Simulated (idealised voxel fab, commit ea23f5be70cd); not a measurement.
Process module heading - voxel wiring stack
Displayed cross-section: cut, width of 145 nm, square cells sized 5 nm.
Cross-section layout: square cells on a grid; listed as bands, top to bottom; a band spans one or more cell rows. Band: top and bottom heights (nm) first, top before bottom; then materials from left to right, widths in nm. "all across" marks a sole material filling the band edge to edge. "air" denotes empty space. Measure heights from 0. That's the level where, below it, the as-received wafer is all one material. The lowest band is bottomless and extends downward; write it as in "0 and below". Per-row width for "30->40": begins at first number (top row of band), ends at second number (bottom row), increment between rows held constant. It should be understood that the words "remains unaltered", when stated for a given step, signify that the cross-section underwent no change in any of its cells during that step. Fully closed voids: empty space of 8 cells or more with no open way to the top, each as width x height at its distance from the left edge, in nm. If you see something after the settings on a step's line, that's the simulator's own remark about that step. "overlay nm" on a masked step: distance the mask lay right of its planned place, negative for left.
# So here's the lineup of process steps we planned
1 RECEIVE: material Si
2 CONFORMAL_DEP: material SiO2, thk nm 10
3 DIRECTIONAL_DEP: material TiN, thk nm 5
4 DIRECTIONAL_DEP: material Ru, thk nm 20
5 PATTERN: tone cover, mask id METAL_1, material resist, width nm 30, pitch nm 55, thk nm 20, overlay nm 0
6 DIRECTIONAL_ETCH: etch materials Ru, depth nm 20
7 DIRECTIONAL_ETCH: etch materials TiN, depth nm 5
8 STRIP: etch materials resist
9 CONFORMAL_DEP: material SiCN, thk nm 5
10 FILL_DEP: material SiO2, thk nm 10
11 CMP: height nm 35
12 CONFORMAL_DEP: material SiCN, thk nm 5
13 DIRECTIONAL_DEP: material SiO2, thk nm 10
14 MASKED_ETCH: tone open, mask id PLUG_1, width nm 15, etch materials SiO2, depth nm 10, overlay nm 0
15 MASKED_ETCH: tone open, mask id PLUG_1, width nm 15, etch materials SiCN, depth nm 5, overlay nm 0
16 CONFORMAL_DEP: material TiN, thk nm 5
17 FILL_DEP: material W, thk nm 10
18 CMP: height nm 50
19 CONFORMAL_DEP: material SiCN, thk nm 5
20 DIRECTIONAL_DEP: material lowk, thk nm 20
21 DIRECTIONAL_DEP: material aC, thk nm 10
22 PATTERN: tone open, mask id METAL_2, material resist, width nm 30, pitch nm 55, thk nm 30, overlay nm 0
23 DIRECTIONAL_ETCH: etch materials aC, depth nm 10
24 STRIP: etch materials resist
25 DIRECTIONAL_ETCH: etch materials lowk, depth nm 20
26 DIRECTIONAL_ETCH: etch materials SiCN, depth nm 5
27 STRIP: etch materials aC
28 CONFORMAL_DEP: material TiN, thk nm 5
29 FILL_DEP: material Cu, thk nm 5
30 CMP: height nm 75
31 CONFORMAL_DEP: material SiCN, thk nm 5
32 DIRECTIONAL_DEP: material SiO2, thk nm 20
33 DIRECTIONAL_DEP: material aC, thk nm 10
34 PATTERN: tone open, mask id PLUG_2, material resist, width nm 15, pitch nm 55, thk nm 30, overlay nm 0
35 DIRECTIONAL_ETCH: etch materials aC, depth nm 10
36 STRIP: etch materials resist
37 DIRECTIONAL_ETCH: etch materials SiO2, depth nm 20
38 DIRECTIONAL_ETCH: etch materials SiCN, depth nm 5
39 STRIP: etch materials aC
40 CONFORMAL_DEP: material TiN, thk nm 5
41 FILL_DEP: material W, thk nm 10
42 CMP: height nm 100
43 DIRECTIONAL_DEP: material TiN, thk nm 5
44 DIRECTIONAL_DEP: material Ru, thk nm 25
45 MASKED_ETCH: tone cover, mask id METAL_3, width nm 30, pitch nm 55, etch materials Ru, depth nm 25, overlay nm 0
46 MASKED_ETCH: tone cover, mask id METAL_3, width nm 30, pitch nm 55, etch materials TiN, depth nm 5, overlay nm 0
47 FILL_DEP: material SiO2, thk nm 10
48 CMP: height nm 130
49 CONFORMAL_DEP: material SiN, thk nm 5
# First out of two wafers; run went to plan
# This is the cross-section of the wafer as we received it, i.e. after step 1
> 0 and below | Si all across
> Fully closed voids: none
# Wafer section view after processing step 2
> 10 down to 0 | SiO2 all across
> For the remainder of the cross-section, below 0, there is no change.
# Wafer section view after processing step 3
> 15 down to 10 | TiN all across
> For the remainder of the cross-section, below 10, there is no change.
# Wafer section view after processing step 4
> 35 down to 15 | Ru all across
> For the remainder of the cross-section, below 15, there is no change.
# Wafer section view after processing step 5
> 55 down to 35 | air 30, resist 30, air 25, resist 30, air 30
> For the remainder of the cross-section, below 35, there is no change.
# Wafer section view after processing step 6
> 55 down to 35 | air 30, resist 30, air 25, resist 30, air 30
> 35 down to 15 | air 30, Ru 30, air 25, Ru 30, air 30
> For the remainder of the cross-section, below 15, there is no change.
# Wafer section view after processing step 7
> 55 down to 35 | air 30, resist 30, air 25, resist 30, air 30
> 35 down to 15 | air 30, Ru 30, air 25, Ru 30, air 30
> 15 down to 10 | air 30, TiN 30, air 25, TiN 30, air 30
> For the remainder of the cross-section, below 10, there is no change.
# Wafer section view after processing step 8
> 35 down to 15 | air 30, Ru 30, air 25, Ru 30, air 30
> For the remainder of the cross-section, below 15, there is no change.
# Wafer section view after processing step 9
> 40 down to 35 | air 25, SiCN 40, air 15, SiCN 40, air 25
> 35 down to 15 | air 25, SiCN 5, Ru 30, SiCN 5, air 15, SiCN 5, Ru 30, SiCN 5, air 25
> 15 down to 10 | SiCN 30, TiN 30, SiCN 25, TiN 30, SiCN 30
> For the remainder of the cross-section, below 10, there is no change.
# Wafer section view after processing step 10
> 50 down to 40 | SiO2 all across
> 40 down to 35 | SiO2 25, SiCN 40, SiO2 15, SiCN 40, SiO2 25
> 35 down to 15 | SiO2 25, SiCN 5, Ru 30, SiCN 5, SiO2 15, SiCN 5, Ru 30, SiCN 5, SiO2 25
> For the remainder of the cross-section, below 15, there is no change.
# Wafer section view after processing step 11
> 35 down to 15 | SiO2 25, SiCN 5, Ru 30, SiCN 5, SiO2 15, SiCN 5, Ru 30, SiCN 5, SiO2 25
> For the remainder of the cross-section, below 15, there is no change.
# Wafer section view after processing step 12
> 40 down to 35 | SiCN all across
> For the remainder of the cross-section, below 35, there is no change.
# Wafer section view after processing step 13
> 50 down to 40 | SiO2 all across
> For the remainder of the cross-section, below 40, there is no change.
# Wafer section view after processing step 14
> 50 down to 40 | SiO2 30, air 15, SiO2 100
> For the remainder of the cross-section, below 40, there is no change.
# Wafer section view after processing step 15
> 50 down to 40 | SiO2 30, air 15, SiO2 100
> 40 down to 35 | SiCN 30, air 15, SiCN 100
> For the remainder of the cross-section, below 35, there is no change.
# Wafer section view after processing step 16
> 55 down to 50 | TiN 35, air 5, TiN 105
> 50 down to 40 | SiO2 30, TiN 5, air 5, TiN 5, SiO2 100
> 40 down to 35 | SiCN 30, TiN 15, SiCN 100
> For the remainder of the cross-section, below 35, there is no change.
# Wafer section view after processing step 17
> 65 down to 55 | W all across
> 55 down to 50 | TiN 35, W 5, TiN 105
> 50 down to 40 | SiO2 30, TiN 5, W 5, TiN 5, SiO2 100
> For the remainder of the cross-section, below 40, there is no change.
# Wafer section view after processing step 18
> 50 down to 40 | SiO2 30, TiN 5, W 5, TiN 5, SiO2 100
> For the remainder of the cross-section, below 40, there is no change.
# Wafer section view after processing step 19
> 55 down to 50 | SiCN all across
> For the remainder of the cross-section, below 50, there is no change.
# Wafer section view after processing step 20
> 75 down to 55 | lowk all across
> For the remainder of the cross-section, below 55, there is no change.
# Wafer section view after processing step 21
> 85 down to 75 | aC all across
> For the remainder of the cross-section, below 75, there is no change.
# Wafer section view after processing step 22
> 115 down to 85 | resist 30, air 30, resist 25, air 30, resist 30
> For the remainder of the cross-section, below 85, there is no change.
# Wafer section view after processing step 23
> 105 down to 85 | resist 30, air 30, resist 25, air 30, resist 30
> 85 down to 75 | aC 30, air 30, aC 25, air 30, aC 30
> For the remainder of the cross-section, below 75, there is no change.
# Wafer section view after processing step 24
> 85 down to 75 | aC 30, air 30, aC 25, air 30, aC 30
> For the remainder of the cross-section, below 75, there is no change.
# Wafer section view after processing step 25
> 85 down to 75 | aC 30, air 30, aC 25, air 30, aC 30
> 75 down to 55 | lowk 30, air 30, lowk 25, air 30, lowk 30
> For the remainder of the cross-section, below 55, there is no change.
# Wafer section view after processing step 26
> 85 down to 75 | aC 30, air 30, aC 25, air 30, aC 30
> 75 down to 55 | lowk 30, air 30, lowk 25, air 30, lowk 30
> 55 down to 50 | SiCN 30, air 30, SiCN 25, air 30, SiCN 30
> For the remainder of the cross-section, below 50, there is no change.
# Wafer section view after processing step 27
> 75 down to 55 | lowk 30, air 30, lowk 25, air 30, lowk 30
> For the remainder of the cross-section, below 55, there is no change.
# Wafer section view after processing step 28
> 80 down to 75 | TiN 35, air 20, TiN 35, air 20, TiN 35
> 75 down to 55 | lowk 30, TiN 5, air 20, TiN 5, lowk 25, TiN 5, air 20, TiN 5, lowk 30
> 55 down to 50 | SiCN 30, TiN 30, SiCN 25, TiN 30, SiCN 30
> For the remainder of the cross-section, below 50, there is no change.
# Wafer section view after processing step 29
> 85 down to 80 | Cu all across
> 80 down to 75 | TiN 35, Cu 20, TiN 35, Cu 20, TiN 35
> 75 down to 55 | lowk 30, TiN 5, Cu 20, TiN 5, lowk 25, TiN 5, Cu 20, TiN 5, lowk 30
> For the remainder of the cross-section, below 55, there is no change.
# Wafer section view after processing step 30
> 75 down to 55 | lowk 30, TiN 5, Cu 20, TiN 5, lowk 25, TiN 5, Cu 20, TiN 5, lowk 30
> For the remainder of the cross-section, below 55, there is no change.
# Wafer section view after processing step 31
> 80 down to 75 | SiCN all across
> For the remainder of the cross-section, below 75, there is no change.
# Wafer section view after processing step 32
> 100 down to 80 | SiO2 all across
> For the remainder of the cross-section, below 80, there is no change.
# Wafer section view after processing step 33
> 110 down to 100 | aC all across
> For the remainder of the cross-section, below 100, there is no change.
# Wafer section view after processing step 34
> 140 down to 110 | resist 30, air 15, resist 40, air 15, resist 45
> For the remainder of the cross-section, below 110, there is no change.
# Wafer section view after processing step 35
> 130 down to 110 | resist 30, air 15, resist 40, air 15, resist 45
> 110 down to 100 | aC 30, air 15, aC 40, air 15, aC 45
> For the remainder of the cross-section, below 100, there is no change.
# Wafer section view after processing step 36
> 110 down to 100 | aC 30, air 15, aC 40, air 15, aC 45
> For the remainder of the cross-section, below 100, there is no change.
# Wafer section view after processing step 37
> 110 down to 100 | aC 30, air 15, aC 40, air 15, aC 45
> 100 down to 80 | SiO2 30, air 15, SiO2 40, air 15, SiO2 45
> For the remainder of the cross-section, below 80, there is no change.
# Wafer section view after processing step 38
> 110 down to 100 | aC 30, air 15, aC 40, air 15, aC 45
> 100 down to 80 | SiO2 30, air 15, SiO2 40, air 15, SiO2 45
> 80 down to 75 | SiCN 30, air 15, SiCN 40, air 15, SiCN 45
> For the remainder of the cross-section, below 75, there is no change.
# Wafer section view after processing step 39
> 100 down to 80 | SiO2 30, air 15, SiO2 40, air 15, SiO2 45
> For the remainder of the cross-section, below 80, there is no change.
# Wafer section view after processing step 40
> 105 down to 100 | TiN 35, air 5, TiN 50, air 5, TiN 50
> 100 down to 80 | SiO2 30, TiN 5, air 5, TiN 5, SiO2 40, TiN 5, air 5, TiN 5, SiO2 45
> 80 down to 75 | SiCN 30, TiN 15, SiCN 40, TiN 15, SiCN 45
> For the remainder of the cross-section, below 75, there is no change.
# Wafer section view after processing step 41
> 115 down to 105 | W all across
> 105 down to 100 | TiN 35, W 5, TiN 50, W 5, TiN 50
> 100 down to 80 | SiO2 30, TiN 5, W 5, TiN 5, SiO2 40, TiN 5, W 5, TiN 5, SiO2 45
> For the remainder of the cross-section, below 80, there is no change.
# Wafer section view after processing step 42
> 100 down to 80 | SiO2 30, TiN 5, W 5, TiN 5, SiO2 40, TiN 5, W 5, TiN 5, SiO2 45
> For the remainder of the cross-section, below 80, there is no change.
# Wafer section view after processing step 43
> 105 down to 100 | TiN all across
> For the remainder of the cross-section, below 100, there is no change.
# Wafer section view after processing step 44
> 130 down to 105 | Ru all across
> For the remainder of the cross-section, below 105, there is no change.
# Wafer section view after processing step 45
> 130 down to 105 | air 30, Ru 30, air 25, Ru 30, air 30
> For the remainder of the cross-section, below 105, there is no change.
# Wafer section view after processing step 46
> 130 down to 105 | air 30, Ru 30, air 25, Ru 30, air 30
> 105 down to 100 | air 30, TiN 30, air 25, TiN 30, air 30
> For the remainder of the cross-section, below 100, there is no change.
# Wafer section view after processing step 47
> 140 down to 130 | SiO2 all across
> 130 down to 105 | SiO2 30, Ru 30, SiO2 25, Ru 30, SiO2 30
> 105 down to 100 | SiO2 30, TiN 30, SiO2 25, TiN 30, SiO2 30
> For the remainder of the cross-section, below 100, there is no change.
# Wafer section view after processing step 48
> 130 down to 105 | SiO2 30, Ru 30, SiO2 25, Ru 30, SiO2 30
> For the remainder of the cross-section, below 105, there is no change.
# Wafer section view after processing step 49
> 135 down to 130 | SiN all across
> For the remainder of the cross-section, below 130, there is no change.
# Notes, second wafer: start = first wafer's, plan = first wafer's, execution had one mistake; history identical to first through step 42
# Planned end of step 43: second wafer, cross-section
> 125 down to 100 | Ru all across
> For the remainder of the cross-section, below 100, there is no change.
# Planned end of step 44: second wafer, cross-section
> 130 down to 125 | TiN all across
> For the remainder of the cross-section, below 125, there is no change.
Planned end of step 45: second wafer, cross-section: remains unaltered
# Planned end of step 46: second wafer, cross-section
> 130 down to 125 | air 30, TiN 30, air 25, TiN 30, air 30
> For the remainder of the cross-section, below 125, there is no change.
# Planned end of step 47: second wafer, cross-section
> 140 down to 130 | SiO2 all across
> 130 down to 125 | SiO2 30, TiN 30, SiO2 25, TiN 30, SiO2 30
> For the remainder of the cross-section, below 125, there is no change.
# Planned end of step 48: second wafer, cross-section
> 130 down to 125 | SiO2 30, TiN 30, SiO2 25, TiN 30, SiO2 30
> For the remainder of the cross-section, below 125, there is no change.
# Planned end of step 49: second wafer, cross-section
> 135 down to 130 | SiN all across
> For the remainder of the cross-section, below 130, there is no change.
Diagnosis: plan vs actual: 43 and 44 interchanged
Upon completion, the second wafer contains, in terms of cells, a greater or smaller amount of certain materials than the first wafer: Ru +85 | SiO2 -85
